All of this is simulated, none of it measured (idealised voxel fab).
The following process module bears the name voxel self aligned contacts.
The cross-section on display is named cut; it measures 270 nm wide, and its cells are 5 nm squares.
Heads up, the way a cross-section reads in here is a grid of square cells, handed over as bands from the top down, with every band being one or more rows of cells. This entry defines a band. It first specifies the height of the band's top and the height of its bottom in nm, and then specifies the band's materials from left to right, stating each material with its width in nm. The word "all across" identifies a single material that fills the band from edge to edge, while the word "empty" identifies empty space. Height reference: 0 = level under which incoming wafer is all one material. Lowest band: no bottom, runs on downward, e.g. "z 0 and below". The expression "30->40" gives the width at the extremes of the band, the first number at its top row of cells and the second at its bottom row, with the width changing by equal amounts from each row to the next in between. The cross-section has no changed cell in any step marked "everything unchanged". If an empty space has no open way to the top and is at least 8 cells in size, "Closed void roster" lists it, written width x height at distance, where distance is measured from the left edge and every value is in nm. That trailing text on a step's line, after the settings, is the simulator's own remark on the step. overlay nm: right-of-plan distance of the mask on a masked step; negative values mean left-of-plan.
## Steps planned for the process
1) RECEIVE, material Si
2) OXIDIZE, depth nm 5
3) DIRECTIONAL_DEP, material polySi, thk nm 30
4) DIRECTIONAL_DEP, material SiN, thk nm 20
5) DIRECTIONAL_DEP, material aC, thk nm 15
6) PATTERN, tone cover, mask id GATE, material resist, width nm 25, pitch nm 55, thk nm 30, overlay nm 0
7) DIRECTIONAL_ETCH, etch materials aC, depth nm 15
8) STRIP, etch materials resist
9) DIRECTIONAL_ETCH, etch materials SiN, depth nm 20
10) DIRECTIONAL_ETCH, etch materials polySi, depth nm 30
11) STRIP, etch materials aC
12) CONFORMAL_DEP, material SiN, thk nm 5
13) DIRECTIONAL_ETCH, etch materials SiN, depth nm 5
14) FILL_DEP, material SiO2, thk nm 15
15) CMP, height nm 60
16) MASKED_ETCH, tone open, mask id CONTACT, width nm 40, etch materials SiO2, depth nm 65, overlay nm 0
17) CONFORMAL_DEP, material TiN, thk nm 5
18) FILL_DEP, material W, thk nm 5
19) CMP, height nm 60
20) CONFORMAL_DEP, material SiCN, thk nm 5
## First of the two wafers, run per plan
## As-received wafer cross-section (after step 1)
	z 0 and below: Si all across
	Closed void roster: none
## Cross-section of the wafer subsequent to step 2
	z 0 to -5: SiO2 all across
	For the remainder of the cross-section, below -5, there is no change.
## Cross-section of the wafer subsequent to step 3
	z 30 to 0: polySi all across
	For the remainder of the cross-section, below 0, there is no change.
## Cross-section of the wafer subsequent to step 4
	z 50 to 30: SiN all across
	For the remainder of the cross-section, below 30, there is no change.
## Cross-section of the wafer subsequent to step 5
	z 65 to 50: aC all across
	For the remainder of the cross-section, below 50, there is no change.
## Cross-section of the wafer subsequent to step 6
	z 95 to 65: empty 95, then resist 25, then empty 30, then resist 25, then empty 95
	For the remainder of the cross-section, below 65, there is no change.
## Cross-section of the wafer subsequent to step 7
	z 80 to 65: empty 95, then resist 25, then empty 30, then resist 25, then empty 95
	z 65 to 50: empty 95, then aC 25, then empty 30, then aC 25, then empty 95
	For the remainder of the cross-section, below 50, there is no change.
## Cross-section of the wafer subsequent to step 8
	z 65 to 50: empty 95, then aC 25, then empty 30, then aC 25, then empty 95
	For the remainder of the cross-section, below 50, there is no change.
## Cross-section of the wafer subsequent to step 9
	z 65 to 50: empty 95, then aC 25, then empty 30, then aC 25, then empty 95
	z 50 to 30: empty 95, then SiN 25, then empty 30, then SiN 25, then empty 95
	For the remainder of the cross-section, below 30, there is no change.
## Cross-section of the wafer subsequent to step 10
	z 65 to 50: empty 95, then aC 25, then empty 30, then aC 25, then empty 95
	z 50 to 30: empty 95, then SiN 25, then empty 30, then SiN 25, then empty 95
	z 30 to 0: empty 95, then polySi 25, then empty 30, then polySi 25, then empty 95
	For the remainder of the cross-section, below 0, there is no change.
## Cross-section of the wafer subsequent to step 11
	z 50 to 30: empty 95, then SiN 25, then empty 30, then SiN 25, then empty 95
	For the remainder of the cross-section, below 30, there is no change.
## Cross-section of the wafer subsequent to step 12
	z 55 to 30: empty 90, then SiN 35, then empty 20, then SiN 35, then empty 90
	z 30 to 5: empty 90, then SiN 5, then polySi 25, then SiN 5, then empty 20, then SiN 5, then polySi 25, then SiN 5, then empty 90
	z 5 to 0: SiN 95, then polySi 25, then SiN 30, then polySi 25, then SiN 95
	For the remainder of the cross-section, below 0, there is no change.
## Cross-section of the wafer subsequent to step 13
	z 50 to 30: empty 90, then SiN 35, then empty 20, then SiN 35, then empty 90
	z 30 to 0: empty 90, then SiN 5, then polySi 25, then SiN 5, then empty 20, then SiN 5, then polySi 25, then SiN 5, then empty 90
	For the remainder of the cross-section, below 0, there is no change.
## Cross-section of the wafer subsequent to step 14
	z 65 to 50: SiO2 all across
	z 50 to 30: SiO2 90, then SiN 35, then SiO2 20, then SiN 35, then SiO2 90
	z 30 to 0: SiO2 90, then SiN 5, then polySi 25, then SiN 5, then SiO2 20, then SiN 5, then polySi 25, then SiN 5, then SiO2 90
	For the remainder of the cross-section, below 0, there is no change.
## Cross-section of the wafer subsequent to step 15
	z 60 to 50: SiO2 all across
	For the remainder of the cross-section, below 50, there is no change.
## Cross-section of the wafer subsequent to step 16
	z 60 to 50: SiO2 115, then empty 40, then SiO2 115
	z 50 to 30: SiO2 90, then SiN 35, then empty 20, then SiN 35, then SiO2 90
	z 30 to 0: SiO2 90, then SiN 5, then polySi 25, then SiN 5, then empty 20, then SiN 5, then polySi 25, then SiN 5, then SiO2 90
	z 0 to -5: SiO2 125, then empty 20, then SiO2 125
	For the remainder of the cross-section, below -5, there is no change.
## Cross-section of the wafer subsequent to step 17
	z 65 to 60: TiN 120, then empty 30, then TiN 120
	z 60 to 50: SiO2 115, then TiN 5->15, then empty 30->10, then TiN 5->15, then SiO2 115
	z 50 to 30: SiO2 90, then SiN 35, then TiN 5, then empty 10, then TiN 5, then SiN 35, then SiO2 90
	z 30 to 0: SiO2 90, then SiN 5, then polySi 25, then SiN 5, then TiN 5, then empty 10, then TiN 5, then SiN 5, then polySi 25, then SiN 5, then SiO2 90
	z 0 to -5: SiO2 125, then TiN 20, then SiO2 125
	For the remainder of the cross-section, below -5, there is no change.
## Cross-section of the wafer subsequent to step 18
	z 70 to 65: W all across
	z 65 to 60: TiN 120, then W 30, then TiN 120
	z 60 to 50: SiO2 115, then TiN 5->15, then W 30->10, then TiN 5->15, then SiO2 115
	z 50 to 30: SiO2 90, then SiN 35, then TiN 5, then W 10, then TiN 5, then SiN 35, then SiO2 90
	z 30 to 0: SiO2 90, then SiN 5, then polySi 25, then SiN 5, then TiN 5, then W 10, then TiN 5, then SiN 5, then polySi 25, then SiN 5, then SiO2 90
	For the remainder of the cross-section, below 0, there is no change.
## Cross-section of the wafer subsequent to step 19
	z 60 to 50: SiO2 115, then TiN 5->15, then W 30->10, then TiN 5->15, then SiO2 115
	For the remainder of the cross-section, below 50, there is no change.
## Cross-section of the wafer subsequent to step 20
	z 65 to 60: SiCN all across
	For the remainder of the cross-section, below 60, there is no change.
## Here the second wafer is described. Its start and its plan were those of the first wafer. Its run contained one mistake. Up to and including step 3, it did exactly what the first wafer did
## Cross-section of the second wafer at the time step 4 of the plan should have ended
	z 70 to 30: SiN all across
	For the remainder of the cross-section, below 30, there is no change.
## Cross-section of the second wafer at the time step 5 of the plan should have ended
	z 85 to 70: aC all across
	For the remainder of the cross-section, below 70, there is no change.
## Cross-section of the second wafer at the time step 6 of the plan should have ended
	z 115 to 85: empty 95, then resist 25, then empty 30, then resist 25, then empty 95
	For the remainder of the cross-section, below 85, there is no change.
## Cross-section of the second wafer at the time step 7 of the plan should have ended
	z 100 to 85: empty 95, then resist 25, then empty 30, then resist 25, then empty 95
	z 85 to 70: empty 95, then aC 25, then empty 30, then aC 25, then empty 95
	For the remainder of the cross-section, below 70, there is no change.
## Cross-section of the second wafer at the time step 8 of the plan should have ended
	z 85 to 70: empty 95, then aC 25, then empty 30, then aC 25, then empty 95
	For the remainder of the cross-section, below 70, there is no change.
## Cross-section of the second wafer at the time step 9 of the plan should have ended
	z 85 to 70: empty 95, then aC 25, then empty 30, then aC 25, then empty 95
	z 70 to 50: empty 95, then SiN 25, then empty 30, then SiN 25, then empty 95
	For the remainder of the cross-section, below 50, there is no change.
Cross-section of the second wafer at the time step 10 of the plan should have ended: everything unchanged
## Cross-section of the second wafer at the time step 11 of the plan should have ended
	z 70 to 50: empty 95, then SiN 25, then empty 30, then SiN 25, then empty 95
	For the remainder of the cross-section, below 50, there is no change.
## Cross-section of the second wafer at the time step 12 of the plan should have ended
	z 75 to 55: empty 90, then SiN 35, then empty 20, then SiN 35, then empty 90
	z 55 to 30: SiN all across
	For the remainder of the cross-section, below 30, there is no change.
## Cross-section of the second wafer at the time step 13 of the plan should have ended
	z 70 to 50: empty 90, then SiN 35, then empty 20, then SiN 35, then empty 90
	For the remainder of the cross-section, below 50, there is no change.
## Cross-section of the second wafer at the time step 14 of the plan should have ended
	z 85 to 70: SiO2 all across
	z 70 to 50: SiO2 90, then SiN 35, then SiO2 20, then SiN 35, then SiO2 90
	For the remainder of the cross-section, below 50, there is no change.
## Cross-section of the second wafer at the time step 15 of the plan should have ended
	z 60 to 50: SiO2 90, then SiN 35, then SiO2 20, then SiN 35, then SiO2 90
	For the remainder of the cross-section, below 50, there is no change.
## Cross-section of the second wafer at the time step 16 of the plan should have ended
	z 60 to 50: SiO2 90, then SiN 35, then empty 20, then SiN 35, then SiO2 90
	For the remainder of the cross-section, below 50, there is no change.
## Cross-section of the second wafer at the time step 17 of the plan should have ended
	z 65 to 60: TiN 130, then empty 10, then TiN 130
	z 60 to 55: SiO2 90, then SiN 35, then TiN 5, then empty 10, then TiN 5, then SiN 35, then SiO2 90
	z 55 to 50: SiO2 90, then SiN 35, then TiN 20, then SiN 35, then SiO2 90
	For the remainder of the cross-section, below 50, there is no change.
## Cross-section of the second wafer at the time step 18 of the plan should have ended
	z 70 to 65: W all across
	z 65 to 60: TiN 130, then W 10, then TiN 130
	z 60 to 55: SiO2 90, then SiN 35, then TiN 5, then W 10, then TiN 5, then SiN 35, then SiO2 90
	For the remainder of the cross-section, below 55, there is no change.
## Cross-section of the second wafer at the time step 19 of the plan should have ended
	z 60 to 55: SiO2 90, then SiN 35, then TiN 5, then W 10, then TiN 5, then SiN 35, then SiO2 90
	For the remainder of the cross-section, below 55, there is no change.
## Cross-section of the second wafer at the time step 20 of the plan should have ended
	z 65 to 60: SiCN all across
	For the remainder of the cross-section, below 60, there is no change.
What went wrong in running the wafer? regarding the plan, step 4 was run twice
The closing comparison, in cells, has the second wafer with more or fewer of some materials than the first: +164 SiN | -376 SiO2 | -26 TiN | -26 W | +264 polySi
